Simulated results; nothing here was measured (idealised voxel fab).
This is a process module. Its name is voxel self aligned vias.
Cross-section cut: width 195 nm, square cells of 5 nm.
Cross-section = grid of square cells, listed top down in bands; band = one or more rows. Band: top and bottom heights (nm) first, top before bottom; then materials from left to right, widths in nm. "everywhere" marks a sole material filling the band edge to edge. "empty" denotes empty space. All heights in this document are referenced to 0, defined as the level beneath which the wafer, as received, consists entirely of one material. The lowest band is not bounded below; it extends indefinitely downward and is written in the form "from 0 down". You'd read "30..40" like this: the band's top row of cells is as wide as the first number, its bottom row is as wide as the second, and going down, every row changes width by the same amount as the row before did. Where a step carries "no alteration", the cross-section came out of it unchanged, cell for cell. Closed-off voids of 8+ cells (no open route to the top) go in "Sealed-off cavities", written width x height at distance from the left edge, in nm. If you see something after the settings on a step's line, that's the simulator's own remark about that step. Steps that use a mask can have "overlay nm" on their line. It says how far the mask sat to the right of where it was meant to be. Negative means to the left.

The process steps that were planned are listed below
- 1: RECEIVE with material Si
- 2: CONFORMAL_DEP with material SiO2, thk nm 10
- 3: CONFORMAL_DEP with material SiCN, thk nm 5
- 4: DIRECTIONAL_DEP with material lowk, thk nm 25
- 5: PATTERN with tone open, mask id LINES, material resist, width nm 25, pitch nm 65, thk nm 15, overlay nm 0
- 6: DIRECTIONAL_ETCH with etch materials lowk, depth nm 25
- 7: STRIP with etch materials resist
- 8: CONFORMAL_DEP with material TiN, thk nm 5
- 9: FILL_DEP with material W, thk nm 5
- 10: CMP with height nm 40
- 11: SELECTIVE_ETCH with etch materials W Ru TiN, depth nm 5
- 12: FILL_DEP with material SiN, thk nm 5
- 13: CMP with height nm 40
- 14: DIRECTIONAL_DEP with material lowk, thk nm 20
- 15: PATTERN with tone open, mask id VIAS, material resist, width nm 35, pitch nm 65, thk nm 15, overlay nm 0
- 16: DIRECTIONAL_ETCH with etch materials lowk, depth nm 20
- 17: DIRECTIONAL_ETCH with etch materials SiN, depth nm 5
- 18: STRIP with etch materials resist
- 19: CONFORMAL_DEP with material TiN, thk nm 5
- 20: FILL_DEP with material Ru, thk nm 10
- 21: CMP with height nm 60
- 22: CONFORMAL_DEP with material SiCN, thk nm 5

Cross-section of the wafer as it came to us, i.e., already through step 1
  from 0 down | Si everywhere
  Sealed-off cavities: none

The first of the two wafers as seen in cross-section once the module was finished; processing followed the plan
  from 65 to 60 | SiCN everywhere
  from 60 to 45 | 45 nm lowk  5 nm TiN  25 nm Ru  5 nm TiN  30 nm lowk  5 nm TiN  25 nm Ru  5 nm TiN  50 nm lowk
  from 45 to 40 | 45 nm lowk  10 nm TiN  15 nm Ru  10 nm TiN  30 nm lowk  10 nm TiN  15 nm Ru  10 nm TiN  50 nm lowk
  from 40 to 35 | 50 nm lowk  25 nm TiN  40 nm lowk  25 nm TiN  55 nm lowk
  from 35 to 20 | 50 nm lowk  5 nm TiN  15 nm W  5 nm TiN  40 nm lowk  5 nm TiN  15 nm W  5 nm TiN  55 nm lowk
  from 20 to 15 | 50 nm lowk  25 nm TiN  40 nm lowk  25 nm TiN  55 nm lowk
  from 15 to 10 | SiCN everywhere
  from 10 to 0 | SiO2 everywhere
  from 0 down | Si everywhere
  Sealed-off cavities: none

Presented here is a cross-section of the second of the two wafers as it stood at the end of the module. It was started in the same manner and assigned the same plan as the first wafer; however, one mistake was made in its execution
  from 65 to 60 | SiCN everywhere
  from 60 to 45 | 50 nm lowk  5 nm TiN  20 nm Ru  5 nm TiN  35 nm lowk  5 nm TiN  20 nm Ru  5 nm TiN  50 nm lowk
  from 45 to 40 | 50 nm lowk  5 nm TiN  15 nm Ru  10 nm TiN  35 nm lowk  5 nm TiN  15 nm Ru  10 nm TiN  50 nm lowk
  from 40 to 35 | 50 nm lowk  25 nm TiN  40 nm lowk  25 nm TiN  55 nm lowk
  from 35 to 20 | 50 nm lowk  5 nm TiN  15 nm W  5 nm TiN  40 nm lowk  5 nm TiN  15 nm W  5 nm TiN  55 nm lowk
  from 20 to 15 | 50 nm lowk  25 nm TiN  40 nm lowk  25 nm TiN  55 nm lowk
  from 15 to 10 | SiCN everywhere
  from 10 to 0 | SiO2 everywhere
  from 0 down | Si everywhere
  Sealed-off cavities: none
what went wrong: it should be noted that step 15 was executed with settings other than those planned, the operation and settings actually applied being PATTERN with tone open, mask id VIAS, material resist, width nm 30, pitch nm 65, thk nm 15, overlay nm 0
Counted in cells at the end, the second wafer holds more or fewer of these materials than the first: -6 Ru, -2 TiN, +8 lowk
